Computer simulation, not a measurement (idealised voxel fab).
This is a process module. Its name is voxel ribs on slabs.
Cross-section cut: width 250 nm, square cells of 5 nm.
Reading order for cross-sections: top band down to bottom band. Underlying form: a grid of square cells. Band size: one or more rows of cells. Quick guide to a band line: top height, bottom height (nm) up front; then every material left to right with its width in nm. Only one material and it's marked "everywhere"? Then it fills the band edge to edge. And "empty" just means empty space. Measure heights from 0. That's the level where, below it, the as-received wafer is all one material. The lowest band is bottomless and extends downward; write it as in "0 and below". Width spec "30..40" -> top row of cells at first value, bottom row at second value, equal per-row change in between. Key: "no change occurred" - step with no changed cell in the cross-section. For the entry "Closed void inventory", the listed items are empty spaces with no open way to the top whose size is 8 cells or more; each item follows the pattern width x height at distance, where distance is from the left edge and all three are in nm. Step line, after settings: the simulator's comment on this step. What "overlay nm" on a step's line means: if the step has a mask, that mask lay this far to the right of its planned place, or, when the value is negative, to the left.

### Below is the list of planned process steps
step 1: RECEIVE (material Si)
step 2: DIRECTIONAL_DEP (material SiO2; thk nm 20)
step 3: DIRECTIONAL_DEP (material SiN; thk nm 25)
step 4: PATTERN (tone cover; mask id RIB; material resist; width nm 25; thk nm 15; overlay nm 0)
step 5: DIRECTIONAL_ETCH (etch materials SiN; depth nm 5)
step 6: STRIP (etch materials resist)
step 7: DIRECTIONAL_DEP (material aC; thk nm 10)
step 8: PATTERN (tone cover; mask id SLAB; material resist; width nm 55; thk nm 25; overlay nm 0)
step 9: DIRECTIONAL_ETCH (etch materials aC; depth nm 10)
step 10: STRIP (etch materials resist)
step 11: DIRECTIONAL_ETCH (etch materials SiN; depth nm 20)
step 12: STRIP (etch materials aC)
step 13: FILL_DEP (material SiO2; thk nm 25)
step 14: CMP (height nm 65)
step 15: DIRECTIONAL_DEP (material TiN; thk nm 10)
step 16: DIRECTIONAL_DEP (material aC; thk nm 15)
step 17: PATTERN (tone cover; mask id HEATER; material resist; width nm 35; thk nm 35; overlay nm 0)
step 18: DIRECTIONAL_ETCH (etch materials aC; depth nm 15)
step 19: STRIP (etch materials resist)
step 20: DIRECTIONAL_ETCH (etch materials TiN; depth nm 10)
step 21: STRIP (etch materials aC)
step 22: CONFORMAL_DEP (material SiN; thk nm 10)

### So, the first of our two wafers, run just as we planned it

### Cross-section of the incoming wafer, state after step 1
> 0 and below  Si everywhere
> Closed void inventory: none

### Upon completion of step 2, the wafer appears in cross-section as shown
> 20 down to 0  SiO2 everywhere
> Below 0, no change.

### Upon completion of step 3, the wafer appears in cross-section as shown
> 45 down to 20  SiN everywhere
> Below 20, no change.

### Upon completion of step 4, the wafer appears in cross-section as shown
> 60 down to 45  empty: 110, then resist: 25, then empty: 115
> Below 45, no change.

### Upon completion of step 5, the wafer appears in cross-section as shown
> 60 down to 45  empty: 110, then resist: 25, then empty: 115
> 45 down to 40  empty: 110, then SiN: 25, then empty: 115
> Below 40, no change.

### Upon completion of step 6, the wafer appears in cross-section as shown
> 45 down to 40  empty: 110, then SiN: 25, then empty: 115
> Below 40, no change.

### Upon completion of step 7, the wafer appears in cross-section as shown
> 55 down to 50  empty: 110, then aC: 25, then empty: 115
> 50 down to 45  aC everywhere
> 45 down to 40  aC: 110, then SiN: 25, then aC: 115
> Below 40, no change.

### Upon completion of step 8, the wafer appears in cross-section as shown
> 80 down to 55  empty: 95, then resist: 55, then empty: 100
> 55 down to 50  empty: 95, then resist: 15, then aC: 25, then resist: 15, then empty: 100
> Below 50, no change.

### Upon completion of step 9, the wafer appears in cross-section as shown
> 70 down to 55  empty: 95, then resist: 55, then empty: 100
> 55 down to 50  empty: 95, then resist: 15, then aC: 25, then resist: 15, then empty: 100
> 50 down to 45  empty: 95, then aC: 55, then empty: 100
> 45 down to 40  empty: 95, then aC: 15, then SiN: 25, then aC: 15, then empty: 100
> Below 40, no change.

### Upon completion of step 10, the wafer appears in cross-section as shown
> 55 down to 45  empty: 110..95, then aC: 25..55, then empty: 115..100
> Below 45, no change.

### Upon completion of step 11, the wafer appears in cross-section as shown
> 55 down to 45  empty: 110..95, then aC: 25..55, then empty: 115..100
> 45 down to 40  empty: 95, then aC: 15, then SiN: 25, then aC: 15, then empty: 100
> 40 down to 20  empty: 95, then SiN: 55, then empty: 100
> Below 20, no change.

### Upon completion of step 12, the wafer appears in cross-section as shown
> 45 down to 40  empty: 110, then SiN: 25, then empty: 115
> Below 40, no change.

### Upon completion of step 13, the wafer appears in cross-section as shown
> 70 down to 45  SiO2 everywhere
> 45 down to 40  SiO2: 110, then SiN: 25, then SiO2: 115
> 40 down to 20  SiO2: 95, then SiN: 55, then SiO2: 100
> Below 20, no change.

### Upon completion of step 14, the wafer appears in cross-section as shown
> 65 down to 45  SiO2 everywhere
> Below 45, no change.

### Upon completion of step 15, the wafer appears in cross-section as shown
> 75 down to 65  TiN everywhere
> Below 65, no change.

### Upon completion of step 16, the wafer appears in cross-section as shown
> 90 down to 75  aC everywhere
> Below 75, no change.

### Upon completion of step 17, the wafer appears in cross-section as shown
> 125 down to 90  empty: 105, then resist: 35, then empty: 110
> Below 90, no change.

### Upon completion of step 18, the wafer appears in cross-section as shown
> 110 down to 90  empty: 105, then resist: 35, then empty: 110
> 90 down to 75  empty: 105, then aC: 35, then empty: 110
> Below 75, no change.

### Upon completion of step 19, the wafer appears in cross-section as shown
> 90 down to 75  empty: 105, then aC: 35, then empty: 110
> Below 75, no change.

### Upon completion of step 20, the wafer appears in cross-section as shown
> 90 down to 75  empty: 105, then aC: 35, then empty: 110
> 75 down to 65  empty: 105, then TiN: 35, then empty: 110
> Below 65, no change.

### Upon completion of step 21, the wafer appears in cross-section as shown
> 75 down to 65  empty: 105, then TiN: 35, then empty: 110
> Below 65, no change.

### Upon completion of step 22, the wafer appears in cross-section as shown
> 85 down to 75  empty: 95, then SiN: 55, then empty: 100
> 75 down to 65  SiN: 105, then TiN: 35, then SiN: 110
> Below 65, no change.

### Wafer two of the pair: same origin, same plan, one error during the run; identical to wafer one up to and including step 3

### Cross-section of the second wafer corresponding to the planned conclusion of step 4
> 60 down to 45  empty: 105, then resist: 35, then empty: 110
> Below 45, no change.

### Cross-section of the second wafer corresponding to the planned conclusion of step 5
> 60 down to 45  empty: 105, then resist: 35, then empty: 110
> 45 down to 40  empty: 105, then SiN: 35, then empty: 110
> Below 40, no change.

### Cross-section of the second wafer corresponding to the planned conclusion of step 6
> 45 down to 40  empty: 105, then SiN: 35, then empty: 110
> Below 40, no change.

### Cross-section of the second wafer corresponding to the planned conclusion of step 7
> 55 down to 50  empty: 105, then aC: 35, then empty: 110
> 50 down to 45  aC everywhere
> 45 down to 40  aC: 105, then SiN: 35, then aC: 110
> Below 40, no change.

### Cross-section of the second wafer corresponding to the planned conclusion of step 8
> 80 down to 55  empty: 95, then resist: 55, then empty: 100
> 55 down to 50  empty: 95, then resist: 10, then aC: 35, then resist: 10, then empty: 100
> Below 50, no change.

### Cross-section of the second wafer corresponding to the planned conclusion of step 9
> 70 down to 55  empty: 95, then resist: 55, then empty: 100
> 55 down to 50  empty: 95, then resist: 10, then aC: 35, then resist: 10, then empty: 100
> 50 down to 45  empty: 95, then aC: 55, then empty: 100
> 45 down to 40  empty: 95, then aC: 10, then SiN: 35, then aC: 10, then empty: 100
> Below 40, no change.

### Cross-section of the second wafer corresponding to the planned conclusion of step 10
> 55 down to 45  empty: 105..95, then aC: 35..55, then empty: 110..100
> Below 45, no change.

### Cross-section of the second wafer corresponding to the planned conclusion of step 11
> 55 down to 45  empty: 105..95, then aC: 35..55, then empty: 110..100
> 45 down to 40  empty: 95, then aC: 10, then SiN: 35, then aC: 10, then empty: 100
> 40 down to 20  empty: 95, then SiN: 55, then empty: 100
> Below 20, no change.

### Cross-section of the second wafer corresponding to the planned conclusion of step 12
> 45 down to 40  empty: 105, then SiN: 35, then empty: 110
> Below 40, no change.

### Cross-section of the second wafer corresponding to the planned conclusion of step 13
> 70 down to 45  SiO2 everywhere
> 45 down to 40  SiO2: 105, then SiN: 35, then SiO2: 110
> 40 down to 20  SiO2: 95, then SiN: 55, then SiO2: 100
> Below 20, no change.

### Cross-section of the second wafer corresponding to the planned conclusion of step 14
> 65 down to 45  SiO2 everywhere
> Below 45, no change.

### Cross-section of the second wafer corresponding to the planned conclusion of step 15
> 75 down to 65  TiN everywhere
> Below 65, no change.

### Cross-section of the second wafer corresponding to the planned conclusion of step 16
> 90 down to 75  aC everywhere
> Below 75, no change.

### Cross-section of the second wafer corresponding to the planned conclusion of step 17
> 125 down to 90  empty: 105, then resist: 35, then empty: 110
> Below 90, no change.

### Cross-section of the second wafer corresponding to the planned conclusion of step 18
> 110 down to 90  empty: 105, then resist: 35, then empty: 110
> 90 down to 75  empty: 105, then aC: 35, then empty: 110
> Below 75, no change.

### Cross-section of the second wafer corresponding to the planned conclusion of step 19
> 90 down to 75  empty: 105, then aC: 35, then empty: 110
> Below 75, no change.

### Cross-section of the second wafer corresponding to the planned conclusion of step 20
> 90 down to 75  empty: 105, then aC: 35, then empty: 110
> 75 down to 65  empty: 105, then TiN: 35, then empty: 110
> Below 65, no change.

### Cross-section of the second wafer corresponding to the planned conclusion of step 21
> 75 down to 65  empty: 105, then TiN: 35, then empty: 110
> Below 65, no change.

### Cross-section of the second wafer corresponding to the planned conclusion of step 22
> 85 down to 75  empty: 95, then SiN: 55, then empty: 100
> 75 down to 65  SiN: 105, then TiN: 35, then SiN: 110
> Below 65, no change.
Run error: step 4 ran with different settings than intended, the actual operation and settings being PATTERN (tone cover; mask id RIB; material resist; width nm 35; thk nm 15; overlay nm 0)
Final wafer comparison in cells, second versus first, more or fewer per material: SiN: 2 more | SiO2: 2 fewer
